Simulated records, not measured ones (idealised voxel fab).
process module | voxel transistor to metal
cross-section cut | 160 nm wide | cells 5 nm
A cross-section is a grid of square cells, given in bands from the top down. A band is one or more rows of cells.
Each band's line starts with the height of the band's top and of its bottom, in nm. Then come its materials from left to right, each with its width in nm. One material with "throughout" fills the band from edge to edge. "air" is empty space.
Height 0 is the level under which the wafer as received is all one material. The lowest band goes on downwards, as in "0 down".
A width such as "30 to 40" changes by the same amount from each row of cells to the next, from the band's top row to its bottom row.
"no change" after a step means that no cell of the cross-section changed.
closed voids: empty space of 8 cells or more with no open way to the top, each as width x height at its distance from the left edge, in nm
after a step's settings: what the simulator itself notes on the step
overlay nm, on a step with a mask: how far to the right of its planned place the mask lay; to the left if negative
plan
1 op RECEIVE | material Si
2 op OXIDIZE | depth nm 5
3 op CONFORMAL_DEP | material SiN | thk nm 10
4 op MASKED_ETCH | tone cover | mask id ACTIVE | width nm 110 | etch materials SiN | depth nm 10 | overlay nm 0
5 op MASKED_ETCH | tone cover | mask id ACTIVE | width nm 110 | etch materials SiO2 | depth nm 5 | overlay nm 0
6 op MASKED_ETCH | tone cover | mask id ACTIVE | width nm 110 | etch materials Si | depth nm 35 | overlay nm 0
7 op FILL_DEP | material SiO2 | thk nm 15
8 op CMP | height nm 10
9 op SELECTIVE_ETCH | etch materials SiO2 | depth nm 5
10 op STRIP | etch materials SiN
11 op SELECTIVE_ETCH | etch materials SiO2 | depth nm 5
12 op OXIDIZE | depth nm 5
13 op DIRECTIONAL_DEP | material polySi | thk nm 30
14 op DIRECTIONAL_DEP | material SiCN | thk nm 15
15 op DIRECTIONAL_DEP | material aC | thk nm 15
16 op PATTERN | tone cover | mask id GATE | material resist | width nm 20 | thk nm 30 | overlay nm 0
17 op DIRECTIONAL_ETCH | etch materials aC | depth nm 15
18 op STRIP | etch materials resist
19 op DIRECTIONAL_ETCH | etch materials SiCN | depth nm 25
20 op DIRECTIONAL_ETCH | etch materials polySi | depth nm 40
21 op STRIP | etch materials aC
22 op CONFORMAL_DEP | material SiO2 | thk nm 5
23 op DIRECTIONAL_ETCH | etch materials SiO2 | depth nm 5
24 op CONFORMAL_DEP | material SiN | thk nm 5
25 op DIRECTIONAL_ETCH | etch materials SiN | depth nm 5
26 op DIRECTIONAL_ETCH | etch materials SiO2 | depth nm 5
27 op DIRECTIONAL_ETCH | etch materials Si | depth nm 10
28 op EPI | material SiGe | thk nm 15
29 op FILL_DEP | material SiO2 | thk nm 5
30 op CMP | height nm 40
31 op DIRECTIONAL_DEP | material SiO2 | thk nm 10
32 op DIRECTIONAL_DEP | material aC | thk nm 10
33 op PATTERN | tone open | mask id CONTACT | material resist | width nm 20 | pitch nm 70 | thk nm 30 | overlay nm 0
34 op DIRECTIONAL_ETCH | etch materials aC | depth nm 10
35 op STRIP | etch materials resist
36 op DIRECTIONAL_ETCH | etch materials SiO2 | depth nm 45
37 op STRIP | etch materials aC
38 op CONFORMAL_DEP | material TiN | thk nm 5
39 op FILL_DEP | material W | thk nm 10
40 op CMP | height nm 50
41 op CONFORMAL_DEP | material SiCN | thk nm 5
42 op DIRECTIONAL_DEP | material lowk | thk nm 15
43 op DIRECTIONAL_DEP | material aC | thk nm 15
44 op PATTERN | tone open | mask id METAL_1 | material resist | width nm 20 | pitch nm 70 | thk nm 35 | overlay nm 0
45 op DIRECTIONAL_ETCH | etch materials aC | depth nm 15
46 op STRIP | etch materials resist
47 op DIRECTIONAL_ETCH | etch materials lowk | depth nm 15
48 op DIRECTIONAL_ETCH | etch materials SiCN | depth nm 5
49 op STRIP | etch materials aC
50 op CONFORMAL_DEP | material TiN | thk nm 5
51 op FILL_DEP | material Cu | thk nm 5
52 op CMP | height nm 70
53 op CONFORMAL_DEP | material SiCN | thk nm 5
54 op DIRECTIONAL_DEP | material SiO2 | thk nm 30
55 op MASKED_ETCH | tone open | mask id METAL_2 | width nm 20 | pitch nm 70 | etch materials SiO2 | depth nm 20 | overlay nm 0
56 op PATTERN | tone open | mask id METAL_2_HOLES | material resist | width nm 15 | pitch nm 70 | thk nm 15 | overlay nm 0
57 op DIRECTIONAL_ETCH | etch materials SiO2 | depth nm 10
58 op DIRECTIONAL_ETCH | etch materials SiCN | depth nm 5
59 op STRIP | etch materials resist
60 op CONFORMAL_DEP | material TiN | thk nm 5
61 op FILL_DEP | material Cu | thk nm 5
62 op CMP | height nm 105
63 op CONFORMAL_DEP | material SiN | thk nm 5
as received, after step 1
  0 down: Si throughout
  closed voids: none
first wafer at the end, as planned
  110 to 105: SiN throughout
  105 to 90: SiO2 35 | TiN 5 | Cu 10 | TiN 5 | SiO2 50 | TiN 5 | Cu 10 | TiN 5 | SiO2 35
  90 to 85: SiO2 35 | TiN 5 | Cu 5 | TiN 10 | SiO2 50 | TiN 5 | Cu 5 | TiN 10 | SiO2 35
  85 to 75: SiO2 35 | TiN 5 | Cu 5 | TiN 5 | SiO2 55 | TiN 5 | Cu 5 | TiN 5 | SiO2 40
  75 to 70: SiCN 35 | TiN 15 | SiCN 55 | TiN 15 | SiCN 40
  70 to 55: lowk 35 | TiN 5 | Cu 10 | TiN 5 | lowk 50 | TiN 5 | Cu 10 | TiN 5 | lowk 35
  55 to 50: SiCN 35 | TiN 20 | SiCN 50 | TiN 20 | SiCN 35
  50 to 40: SiO2 35 | TiN 5 | W 10 | TiN 5 | SiO2 50 | TiN 5 | W 10 | TiN 5 | SiO2 35
  40 to 25: SiO2 35 | TiN 5 | W 10 | TiN 5 | SiO2 5 | SiN 5 | SiO2 5 | SiCN 20 | SiO2 5 | SiN 5 | SiO2 5 | TiN 5 | W 10 | TiN 5 | SiO2 35
  25 to 10: SiO2 35 | TiN 5 | W 10 | TiN 5 | SiO2 5 | SiN 5 | SiO2 5 | polySi 20 | SiO2 5 | SiN 5 | SiO2 5 | TiN 5 | W 10 | TiN 5 | SiO2 35
  10 to 5: SiO2 35 | TiN 20 | SiO2 5 | SiN 5 | SiO2 5 | polySi 20 | SiO2 5 | SiN 5 | SiO2 5 | TiN 20 | SiO2 35
  5 to 0: SiO2 25 | SiGe 35 | SiN 5 | SiO2 5 | polySi 20 | SiO2 5 | SiN 5 | SiGe 35 | SiO2 25
  0 to -5: SiO2 25 | SiN 5 | SiGe 30 | SiN 5 | SiO2 5 | polySi 20 | SiO2 5 | SiN 5 | SiGe 30 | SiN 5 | SiO2 25
  -5 to -10: SiO2 30 | SiGe 30 | SiO2 40 | SiGe 30 | SiO2 30
  -10 to -20: SiO2 25 | Si 5 | SiGe 30 | Si 40 | SiGe 30 | Si 5 | SiO2 25
  -20 to -40: SiO2 25 | Si 110 | SiO2 25
  -40 down: Si throughout
  closed voids: none
second wafer at the end: like start, like plan, one mistake
  110 to 105: SiN throughout
  105 to 90: SiO2 35 | TiN 5 | Cu 10 | TiN 5 | SiO2 50 | TiN 5 | Cu 10 | TiN 5 | SiO2 35
  90 to 85: SiO2 35 | TiN 5 | Cu 5 | TiN 10 | SiO2 50 | TiN 5 | Cu 5 | TiN 10 | SiO2 35
  85 to 75: SiO2 35 | TiN 5 | Cu 5 | TiN 5 | SiO2 55 | TiN 5 | Cu 5 | TiN 5 | SiO2 40
  75 to 70: SiCN 35 | TiN 15 | SiCN 55 | TiN 15 | SiCN 40
  70 to 55: lowk 35 | TiN 5 | Cu 10 | TiN 5 | lowk 50 | TiN 5 | Cu 10 | TiN 5 | lowk 35
  55 to 50: SiCN 35 | TiN 20 | SiCN 50 | TiN 20 | SiCN 35
  50 to 40: SiO2 35 | TiN 5 | W 10 | TiN 5 | SiO2 50 | TiN 5 | W 10 | TiN 5 | SiO2 35
  40 to 30: SiO2 35 | TiN 5 | W 10 | TiN 5 | SiO2 5 | SiN 5 | SiO2 5 | SiCN 20 | SiO2 5 | SiN 5 | SiO2 5 | TiN 5 | W 10 | TiN 5 | SiO2 35
  30 to 10: SiO2 35 | TiN 5 | W 10 | TiN 5 | SiO2 5 | SiN 5 | SiO2 5 | polySi 20 | SiO2 5 | SiN 5 | SiO2 5 | TiN 5 | W 10 | TiN 5 | SiO2 35
  10 to 5: SiO2 35 | TiN 20 | SiO2 5 | SiN 5 | SiO2 5 | polySi 20 | SiO2 5 | SiN 5 | SiO2 5 | TiN 20 | SiO2 35
  5 to 0: SiO2 25 | SiGe 35 | SiN 5 | SiO2 5 | polySi 20 | SiO2 5 | SiN 5 | SiGe 35 | SiO2 25
  0 to -5: SiO2 25 | SiN 5 | SiGe 30 | SiN 5 | SiO2 5 | polySi 20 | SiO2 5 | SiN 5 | SiGe 30 | SiN 5 | SiO2 25
  -5 to -10: SiO2 30 | SiGe 30 | SiO2 40 | SiGe 30 | SiO2 30
  -10 to -20: SiO2 25 | Si 5 | SiGe 30 | Si 40 | SiGe 30 | Si 5 | SiO2 25
  -20 to -40: SiO2 25 | Si 110 | SiO2 25
  -40 down: Si throughout
  closed voids: none
what went wrong: step 13 ran as: op DIRECTIONAL_DEP | material polySi | thk nm 35
at the end the second wafer has, in cells: 4 fewer of SiCN | 4 more of polySi
